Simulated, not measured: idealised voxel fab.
You're looking at the process module voxel ribs on slabs.
Cross-sectional view cut (width: 215 nm; square cell size: 5 nm).
Notation: cross-section as square-cell grid; stated in bands, top first, going down; one or more cell rows per band. For a band, the entry starts with two heights in nm, that of the top and then that of the bottom, and carries on with the band's materials in order from left to right, each alongside its width in nm; the word "edge to edge" beside a single material means it fills the band edge to edge, and "air" means empty space. Height 0 is the level under which the wafer as received is all one material. The lowest band goes on downwards, as in "z 0 and below". A width given as "30..40" starts at the first number in the band's top row and ends at the second number in its bottom row, shifting by an equal amount at every step from row to row. For the purposes of this document, the phrase "no alterations made" attached to a step denotes that no cell within the cross-section was modified by that step. "Trapped void list" lists enclosed empty spaces (at least 8 cells, no open path upward to the top), each as width x height at distance from the left edge, in nm. On a step's line, text after the settings is the simulator commenting on that step. The optional step-line setting "overlay nm" applies to steps with a mask and quantifies how far to the right of its planned location the mask lay, a negative value indicating leftward placement.
THE PROCESS STEPS THAT WERE PLANNED ARE LISTED BELOW
1) RECEIVE | material Si
2) DIRECTIONAL_DEP | material SiO2 | thk nm 20
3) DIRECTIONAL_DEP | material SiN | thk nm 25
4) MASKED_ETCH | tone cover | mask id RIB | width nm 30 | etch materials SiN | depth nm 10 | overlay nm 0
5) DIRECTIONAL_DEP | material aC | thk nm 15
6) PATTERN | tone cover | mask id SLAB | material resist | width nm 60 | thk nm 30 | overlay nm 0
7) DIRECTIONAL_ETCH | etch materials aC | depth nm 15
8) STRIP | etch materials resist
9) DIRECTIONAL_ETCH | etch materials SiN | depth nm 15
10) STRIP | etch materials aC
11) FILL_DEP | material SiO2 | thk nm 20
12) CMP | height nm 55
13) DIRECTIONAL_DEP | material TiN | thk nm 5
14) PATTERN | tone cover | mask id HEATER | material resist | width nm 40 | thk nm 15 | overlay nm 0
15) DIRECTIONAL_ETCH | etch materials TiN | depth nm 5
16) STRIP | etch materials resist
17) CONFORMAL_DEP | material SiO2 | thk nm 10
SHOWN IN CROSS-SECTION IS THE WAFER AS RECEIVED, THAT IS, AS IT STANDS AFTER STEP 1
* z 0 and below | Si edge to edge
* Trapped void list: none
THE FIRST OF TWO WAFERS, CROSS-SECTIONED AT THE END OF THE MODULE, WITH THE RUN PROCEEDING AS PLANNED
* z 70 to 65 | air 75, SiO2 60, air 80
* z 65 to 60 | SiO2 edge to edge
* z 60 to 55 | SiO2 85, TiN 40, SiO2 90
* z 55 to 45 | SiO2 edge to edge
* z 45 to 35 | SiO2 90, SiN 30, SiO2 95
* z 35 to 20 | SiO2 75, SiN 60, SiO2 80
* z 20 to 0 | SiO2 edge to edge
* z 0 and below | Si edge to edge
* Trapped void list: none
CROSS-SECTION, SECOND WAFER: SAME START AS THE FIRST, SAME PLAN AS THE FIRST, ONE MISTAKE IN RUNNING IT; TAKEN AT THE END OF THE MODULE
* z 70 to 65 | air 75, SiO2 60, air 80
* z 65 to 60 | SiO2 edge to edge
* z 60 to 55 | SiO2 85, TiN 40, SiO2 90
* z 55 to 35 | SiO2 edge to edge
* z 35 to 30 | SiN 75, SiO2 60, SiN 80
* z 30 to 20 | SiN 75, SiO2 15, SiN 30, SiO2 15, SiN 80
* z 20 to 0 | SiO2 edge to edge
* z 0 and below | Si edge to edge
* Trapped void list: none
In executing the process, a mistake was made relative to the plan: step 6 was not run as planned; what actually ran was PATTERN | tone open | mask id SLAB | material resist | width nm 60 | thk nm 30 | overlay nm 0
Final cells, second wafer relative to first, materials higher or lower: SiN +57, SiO2 -57
